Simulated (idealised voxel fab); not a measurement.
Module name: voxel gate over fins (process module)
This is section cut - it's 290 nm across, gridded in 5 nm square cells.
If you're reading a cross-section in this doc, picture square cells in a grid; it comes to you as bands, top ones listed first down to the bottom, and a band can be one or more rows of cells.
What a band's entry tells you: where the top is and where the bottom is, as heights in nm, and after that what lies inside, material by material from left to right, each with its width in nm. Empty space is written as the word "blank", and a single material marked with the word "all across" occupies the band from edge to edge.
Convention: height 0 is the level below which the wafer, as received, is all one material. The lowest band does not terminate at the bottom but continues downward, represented as "0 -> down".
Width: "30->40" (first number = top row, second number = bottom row, same change from row to row of cells).
For the purposes of this document, the phrase "nothing was modified" attached to a step denotes that no cell within the cross-section was modified by that step.
"Trapped void list": sealed empty spaces, 8 cells or more, no open way to top, listed width x height at distance, with distance from the left edge and width, height and distance in nm.
It should be noted that, on the line of a given step, the content following the step's settings is a remark produced by the simulator itself with respect to that step.
Each step line may optionally specify "overlay nm", which for a step with a mask gives the rightward distance between the mask's planned place and where it lay, a negative value indicating the leftward direction.
Planned step list for the process:
1) RECEIVE with material Si
2) CONFORMAL_DEP with material SiN, thk nm 5
3) DIRECTIONAL_DEP with material aC, thk nm 10
4) PATTERN with tone cover, mask id FINS, material resist, width nm 15, pitch nm 55, thk nm 30, overlay nm 0
5) DIRECTIONAL_ETCH with etch materials aC, depth nm 10
6) STRIP with etch materials resist
7) DIRECTIONAL_ETCH with etch materials SiN, depth nm 5
8) DIRECTIONAL_ETCH with etch materials Si, depth nm 35
9) STRIP with etch materials aC
10) FILL_DEP with material SiO2, thk nm 15
11) CMP with height nm 5
12) DIRECTIONAL_DEP with material aC, thk nm 15
13) PATTERN with tone open, mask id RAIL, material resist, width nm 15, thk nm 35, overlay nm 0
14) DIRECTIONAL_ETCH with etch materials aC, depth nm 15
15) STRIP with etch materials resist
16) DIRECTIONAL_ETCH with etch materials SiO2, depth nm 35
17) STRIP with etch materials aC
18) CONFORMAL_DEP with material TiN, thk nm 5
19) FILL_DEP with material Ru, thk nm 5
20) CMP with height nm 5
21) SELECTIVE_ETCH with etch materials W Ru TiN, depth nm 20
22) FILL_DEP with material SiO2, thk nm 5
23) CMP with height nm 5
24) SELECTIVE_ETCH with etch materials SiO2, depth nm 15
25) STRIP with etch materials SiN
26) CONFORMAL_DEP with material HfO2, thk nm 5
27) CONFORMAL_DEP with material TiN, thk nm 5
28) CONFORMAL_DEP with material TiAl, thk nm 5
29) CONFORMAL_DEP with material TiN, thk nm 5
30) FILL_DEP with material W, thk nm 15
31) CMP with height nm 30
32) CONFORMAL_DEP with material SiCN, thk nm 10
Delivered wafer in cross-section: state after step 1:
0 -> down  Si all across
Trapped void list: none
Cross-section at module end, one run error; start and plan unchanged from above:
40 -> 30  SiCN all across
30 -> 20  W all across
20 -> 15  90 nm W | 110 nm TiAl | 90 nm W
15 -> 10  90 nm W | 5 nm TiAl | 45 nm TiN | 10 nm TiAl | 45 nm TiN | 5 nm TiAl | 90 nm W
10 -> 5  95 nm TiAl | 45 nm TiN | 10 nm TiAl | 45 nm TiN | 95 nm TiAl
5 -> 0  105 nm TiN | 25 nm HfO2 | 30 nm TiN | 25 nm HfO2 | 105 nm TiN
0 -> -5  105 nm TiN | 5 nm HfO2 | 15 nm Si | 5 nm HfO2 | 30 nm TiN | 5 nm HfO2 | 15 nm Si | 5 nm HfO2 | 105 nm TiN
-5 -> -10  110 nm HfO2 | 15 nm Si | 40 nm HfO2 | 15 nm Si | 110 nm HfO2
-10 -> -15  110 nm SiO2 | 15 nm Si | 40 nm SiO2 | 15 nm Si | 110 nm SiO2
-15 -> -25  110 nm SiO2 | 15 nm Si | 10 nm SiO2 | 5 nm TiN | 5 nm Ru | 5 nm TiN | 15 nm SiO2 | 15 nm Si | 110 nm SiO2
-25 -> -30  110 nm SiO2 | 15 nm Si | 10 nm SiO2 | 15 nm TiN | 15 nm SiO2 | 15 nm Si | 110 nm SiO2
-30 -> -35  110 nm SiO2 | 15 nm Si | 40 nm SiO2 | 15 nm Si | 110 nm SiO2
-35 -> down  Si all across
Trapped void list: none
Plan not followed: sequence error: steps 28 and 29 interchanged
